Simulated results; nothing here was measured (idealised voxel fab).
The following is a process module called voxel transistor to metal.
Cross-section cut: width 180 nm, square cells of 5 nm.
Reading order for cross-sections: top band down to bottom band. Underlying form: a grid of square cells. Band size: one or more rows of cells. This entry defines a band. It first specifies the height of the band's top and the height of its bottom in nm, and then specifies the band's materials from left to right, stating each material with its width in nm. The word "full width" identifies a single material that fills the band from edge to edge, while the word "blank" identifies empty space. Below 0: as-received wafer, all one material; heights counted from there. Lowest band: no bottom, goes on down, written "0..down". A width given as "30->40" starts at the first number in the band's top row and ends at the second number in its bottom row, shifting by an equal amount at every step from row to row. Take "no modification" at face value: in the step it is given for, the cross-section changed in none of its cells. You'll see "Voids, fully enclosed" listing empty spaces that have no way open to the top, as long as they're 8 cells or more; the notation is width x height at distance, where the distance is from the left edge, and all of it is in nm. Anything after a step's settings on that line? It's the simulator's own note about the step. overlay nm: mask right of planned place by this much (step with mask). Neg. = left.
-- The process steps that were planned are listed below
| 1 | op RECEIVE | material Si |
| 2 | op CONFORMAL_DEP | material SiO2 | thk nm 5 |
| 3 | op CONFORMAL_DEP | material SiN | thk nm 15 |
| 4 | op MASKED_ETCH | tone cover | mask id ACTIVE | width nm 100 | etch materials SiN | depth nm 15 | overlay nm 0 |
| 5 | op MASKED_ETCH | tone cover | mask id ACTIVE | width nm 100 | etch materials SiO2 | depth nm 5 | overlay nm 0 |
| 6 | op MASKED_ETCH | tone cover | mask id ACTIVE | width nm 100 | etch materials Si | depth nm 20 | overlay nm 0 |
| 7 | op OXIDIZE | depth nm 5 |
| 8 | op FILL_DEP | material SiO2 | thk nm 10 |
| 9 | op CMP | height nm 20 |
| 10 | op SELECTIVE_ETCH | etch materials SiO2 | depth nm 10 |
| 11 | op STRIP | etch materials SiN |
| 12 | op SELECTIVE_ETCH | etch materials SiO2 | depth nm 5 |
| 13 | op OXIDIZE | depth nm 5 |
| 14 | op DIRECTIONAL_DEP | material polySi | thk nm 25 |
| 15 | op DIRECTIONAL_DEP | material SiCN | thk nm 10 |
| 16 | op DIRECTIONAL_DEP | material aC | thk nm 10 |
| 17 | op PATTERN | tone cover | mask id GATE | material resist | width nm 20 | thk nm 30 | overlay nm 0 |
| 18 | op DIRECTIONAL_ETCH | etch materials aC | depth nm 10 |
| 19 | op STRIP | etch materials resist |
| 20 | op DIRECTIONAL_ETCH | etch materials SiCN | depth nm 20 |
| 21 | op DIRECTIONAL_ETCH | etch materials polySi | depth nm 35 |
| 22 | op STRIP | etch materials aC |
| 23 | op CONFORMAL_DEP | material SiN | thk nm 10 |
| 24 | op DIRECTIONAL_ETCH | etch materials SiN | depth nm 10 |
| 25 | op DIRECTIONAL_ETCH | etch materials SiO2 | depth nm 5 |
| 26 | op DIRECTIONAL_ETCH | etch materials Si | depth nm 10 |
| 27 | op EPI | material nSi | thk nm 10 |
| 28 | op FILL_DEP | material SiO2 | thk nm 5 |
| 29 | op CMP | height nm 35 |
| 30 | op DIRECTIONAL_DEP | material SiO2 | thk nm 15 |
| 31 | op MASKED_ETCH | tone open | mask id CONTACT | width nm 20 | pitch nm 70 | etch materials SiO2 | depth nm 55 | overlay nm 0 |
| 32 | op CONFORMAL_DEP | material TiN | thk nm 5 |
| 33 | op FILL_DEP | material W | thk nm 5 |
| 34 | op CMP | height nm 50 |
| 35 | op DIRECTIONAL_DEP | material TiN | thk nm 5 |
| 36 | op DIRECTIONAL_DEP | material Ru | thk nm 20 |
| 37 | op MASKED_ETCH | tone cover | mask id METAL_1 | width nm 20 | pitch nm 70 | etch materials Ru | depth nm 20 | overlay nm 0 |
| 38 | op MASKED_ETCH | tone cover | mask id METAL_1 | width nm 20 | pitch nm 70 | etch materials TiN | depth nm 5 | overlay nm 0 |
| 39 | op FILL_DEP | material lowk | thk nm 10 |
| 40 | op CMP | height nm 75 |
| 41 | op CONFORMAL_DEP | material SiCN | thk nm 5 |
| 42 | op DIRECTIONAL_DEP | material lowk | thk nm 30 |
| 43 | op DIRECTIONAL_DEP | material aC | thk nm 10 |
| 44 | op PATTERN | tone open | mask id METAL_2_HOLES | material resist | width nm 15 | pitch nm 70 | thk nm 30 | overlay nm 0 |
| 45 | op DIRECTIONAL_ETCH | etch materials aC | depth nm 10 |
| 46 | op STRIP | etch materials resist |
| 47 | op DIRECTIONAL_ETCH | etch materials lowk | depth nm 30 |
| 48 | op STRIP | etch materials aC |
| 49 | op PATTERN | tone open | mask id METAL_2 | material resist | width nm 20 | pitch nm 70 | thk nm 20 | overlay nm 0 |
| 50 | op DIRECTIONAL_ETCH | etch materials lowk | depth nm 15 |
| 51 | op DIRECTIONAL_ETCH | etch materials SiCN | depth nm 5 |
| 52 | op STRIP | etch materials resist |
| 53 | op CONFORMAL_DEP | material TiN | thk nm 5 |
| 54 | op FILL_DEP | material Ru | thk nm 5 |
| 55 | op CMP | height nm 110 |
| 56 | op CONFORMAL_DEP | material SiN | thk nm 5 |
-- Cross-section, incoming material, after step 1
- 0..down: Si full width
- Voids, fully enclosed: none
-- first wafer at the end, as planned
- 115..110: SiN full width
- 110..100: lowk 45 nm / TiN 5 nm / Ru 10 nm / TiN 5 nm / lowk 50 nm / TiN 5 nm / Ru 10 nm / TiN 5 nm / lowk 45 nm
- 100..95: lowk 45 nm / TiN 5 nm / Ru 5 nm / TiN 10 nm / lowk 50 nm / TiN 5 nm / Ru 5 nm / TiN 10 nm / lowk 45 nm
- 95..80: lowk 45 nm / TiN 5 nm / Ru 5 nm / TiN 5 nm / lowk 55 nm / TiN 5 nm / Ru 5 nm / TiN 5 nm / lowk 50 nm
- 80..75: SiCN 45 nm / TiN 15 nm / SiCN 55 nm / TiN 15 nm / SiCN 50 nm
- 75..55: lowk 45 nm / Ru 20 nm / lowk 50 nm / Ru 20 nm / lowk 45 nm
- 55..50: lowk 45 nm / TiN 20 nm / lowk 50 nm / TiN 20 nm / lowk 45 nm
- 50..35: SiO2 45 nm / TiN 5 nm / W 10 nm / TiN 5 nm / SiO2 50 nm / TiN 5 nm / W 10 nm / TiN 5 nm / SiO2 45 nm
- 35..25: SiO2 45 nm / TiN 5 nm / W 10 nm / TiN 5 nm / SiO2 5 nm / SiN 10 nm / SiCN 20 nm / SiN 10 nm / SiO2 5 nm / TiN 5 nm / W 10 nm / TiN 5 nm / SiO2 45 nm
- 25..10: SiO2 45 nm / TiN 5 nm / W 10 nm / TiN 5 nm / SiO2 5 nm / SiN 10 nm / polySi 20 nm / SiN 10 nm / SiO2 5 nm / TiN 5 nm / W 10 nm / TiN 5 nm / SiO2 45 nm
- 10..5: SiO2 45 nm / TiN 5 nm / W 5 nm / TiN 10 nm / SiO2 5 nm / SiN 10 nm / polySi 20 nm / SiN 10 nm / SiO2 5 nm / TiN 10 nm / W 5 nm / TiN 5 nm / SiO2 45 nm
- 5..0: SiO2 35 nm / SiN 10 nm / TiN 5 nm / W 5 nm / TiN 5 nm / nSi 10 nm / SiN 10 nm / polySi 20 nm / SiN 10 nm / nSi 10 nm / TiN 5 nm / W 5 nm / TiN 5 nm / SiN 10 nm / SiO2 35 nm
- 0..-5: SiO2 45 nm / TiN 15 nm / nSi 10 nm / SiO2 40 nm / nSi 10 nm / TiN 15 nm / SiO2 45 nm
- -5..-15: SiO2 45 nm / nSi 25 nm / Si 40 nm / nSi 25 nm / SiO2 45 nm
- -15..-25: SiO2 45 nm / Si 90 nm / SiO2 45 nm
- -25..down: Si full width
- Voids, fully enclosed: none
-- Second wafer cross-section at end of module - shared start and plan with the first, one mistake in the run
- 115..110: SiN full width
- 110..100: lowk 45 nm / TiN 5 nm / Ru 5 nm / TiN 5 nm / lowk 55 nm / TiN 5 nm / Ru 5 nm / TiN 5 nm / lowk 50 nm
- 100..95: lowk 45 nm / TiN 15 nm / lowk 55 nm / TiN 15 nm / lowk 50 nm
- 95..80: lowk full width
- 80..75: SiCN full width
- 75..55: lowk 45 nm / Ru 20 nm / lowk 50 nm / Ru 20 nm / lowk 45 nm
- 55..50: lowk 45 nm / TiN 20 nm / lowk 50 nm / TiN 20 nm / lowk 45 nm
- 50..35: SiO2 45 nm / TiN 5 nm / W 10 nm / TiN 5 nm / SiO2 50 nm / TiN 5 nm / W 10 nm / TiN 5 nm / SiO2 45 nm
- 35..25: SiO2 45 nm / TiN 5 nm / W 10 nm / TiN 5 nm / SiO2 5 nm / SiN 10 nm / SiCN 20 nm / SiN 10 nm / SiO2 5 nm / TiN 5 nm / W 10 nm / TiN 5 nm / SiO2 45 nm
- 25..10: SiO2 45 nm / TiN 5 nm / W 10 nm / TiN 5 nm / SiO2 5 nm / SiN 10 nm / polySi 20 nm / SiN 10 nm / SiO2 5 nm / TiN 5 nm / W 10 nm / TiN 5 nm / SiO2 45 nm
- 10..5: SiO2 45 nm / TiN 5 nm / W 5 nm / TiN 10 nm / SiO2 5 nm / SiN 10 nm / polySi 20 nm / SiN 10 nm / SiO2 5 nm / TiN 10 nm / W 5 nm / TiN 5 nm / SiO2 45 nm
- 5..0: SiO2 35 nm / SiN 10 nm / TiN 5 nm / W 5 nm / TiN 5 nm / nSi 10 nm / SiN 10 nm / polySi 20 nm / SiN 10 nm / nSi 10 nm / TiN 5 nm / W 5 nm / TiN 5 nm / SiN 10 nm / SiO2 35 nm
- 0..-5: SiO2 45 nm / TiN 15 nm / nSi 10 nm / SiO2 40 nm / nSi 10 nm / TiN 15 nm / SiO2 45 nm
- -5..-15: SiO2 45 nm / nSi 25 nm / Si 40 nm / nSi 25 nm / SiO2 45 nm
- -15..-25: SiO2 45 nm / Si 90 nm / SiO2 45 nm
- -25..down: Si full width
- Voids, fully enclosed: none
Processing error: in the plan, step 42 was performed twice
Cell-count delta at end, second wafer over first, by material: -12 Ru, +6 SiCN, -18 TiN, +24 lowk
